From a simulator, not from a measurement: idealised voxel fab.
Process module name: voxel self aligned vias
The figure presents cross-section cut, which has a width of 205 nm and is divided into square cells with an edge length of 5 nm.
If you're reading a cross-section in this doc, picture square cells in a grid; it comes to you as bands, top ones listed first down to the bottom, and a band can be one or more rows of cells.
Top height, bottom height, nm. Materials left to right, width each, nm. Single material + "edge to edge" = fills band edge to edge. "empty" = empty.
Heights from 0 (as-received wafer is one material below). Bottom band endless downward, as "0 down".
Width "30->40": first value at the band's top row of cells, second value at its bottom row, equal change from row to row.
"stayed the same" means the step left every cell of the cross-section as it was.
In "Sealed internal cavities" the enclosed voids are listed, meaning empty spaces of 8 cells or larger without any opening to the top. The form is width x height at distance, distance from the left edge, units nm.
Past the settings on a step's line: simulator remark, on that step.
"overlay nm" on a masked step: distance the mask lay right of its planned place, negative for left.
This section lists the process steps that were planned:
| 1 | RECEIVE, material Si |
| 2 | CONFORMAL_DEP, material SiO2, thk nm 15 |
| 3 | CONFORMAL_DEP, material SiCN, thk nm 5 |
| 4 | DIRECTIONAL_DEP, material SiO2, thk nm 25 |
| 5 | MASKED_ETCH, tone open, mask id LINES, width nm 20, pitch nm 70, etch materials SiO2, depth nm 25, overlay nm 0 |
| 6 | CONFORMAL_DEP, material TiN, thk nm 5 |
| 7 | FILL_DEP, material W, thk nm 10 |
| 8 | CMP, height nm 45 |
| 9 | SELECTIVE_ETCH, etch materials W Ru TiN, depth nm 5 |
| 10 | FILL_DEP, material SiN, thk nm 5 |
| 11 | CMP, height nm 45 |
| 12 | DIRECTIONAL_DEP, material SiO2, thk nm 15 |
| 13 | PATTERN, tone open, mask id VIAS, material resist, width nm 40, thk nm 20, overlay nm 0 |
| 14 | DIRECTIONAL_ETCH, etch materials SiO2, depth nm 15 |
| 15 | DIRECTIONAL_ETCH, etch materials SiN, depth nm 5 |
| 16 | STRIP, etch materials resist |
| 17 | CONFORMAL_DEP, material TiN, thk nm 5 |
| 18 | FILL_DEP, material W, thk nm 5 |
| 19 | CMP, height nm 60 |
| 20 | CONFORMAL_DEP, material SiN, thk nm 5 |
Wafer as received: cross-section following step 1:
* 0 down: Si edge to edge
* Sealed internal cavities: none
Module complete - cross-section of the first of two wafers, run according to plan:
* 65 to 60: SiN edge to edge
* 60 to 50: 45 SiO2 / 5 TiN / 30 W / 5 TiN / 120 SiO2
* 50 to 45: 45 SiO2 / 15 TiN / 10 W / 15 TiN / 120 SiO2
* 45 to 40: 55 SiO2 / 20 TiN / 50 SiO2 / 20 SiN / 60 SiO2
* 40 to 25: 55 SiO2 / 5 TiN / 10 W / 5 TiN / 50 SiO2 / 5 TiN / 10 W / 5 TiN / 60 SiO2
* 25 to 20: 55 SiO2 / 20 TiN / 50 SiO2 / 20 TiN / 60 SiO2
* 20 to 15: SiCN edge to edge
* 15 to 0: SiO2 edge to edge
* 0 down: Si edge to edge
* Sealed internal cavities: none
Cross-sectional view: second of two wafers, end of module; start and plan identical to the first, one mistake in running:
* 65 to 60: SiN edge to edge
* 60 to 50: 45 SiO2 / 5 TiN / 30 W / 5 TiN / 120 SiO2
* 50 to 45: 45 SiO2 / 10 TiN / 20 W / 10 TiN / 120 SiO2
* 45 to 40: 50 SiO2 / 30 TiN / 40 SiO2 / 30 SiN / 55 SiO2
* 40 to 25: 50 SiO2 / 5 TiN / 20 W / 5 TiN / 40 SiO2 / 5 TiN / 20 W / 5 TiN / 55 SiO2
* 25 to 20: 50 SiO2 / 30 TiN / 40 SiO2 / 30 TiN / 55 SiO2
* 20 to 15: SiCN edge to edge
* 15 to 0: SiO2 edge to edge
* 0 down: Si edge to edge
* Sealed internal cavities: none
what went wrong: step 5 was processed under conditions differing from the plan, specifically as MASKED_ETCH, tone open, mask id LINES, width nm 30, pitch nm 70, etch materials SiO2, depth nm 25, overlay nm 0
Per the end-of-run cell counts, the second wafer holds more or fewer of some materials than the first: +2 SiN | -20 SiO2 | +4 TiN | +14 W
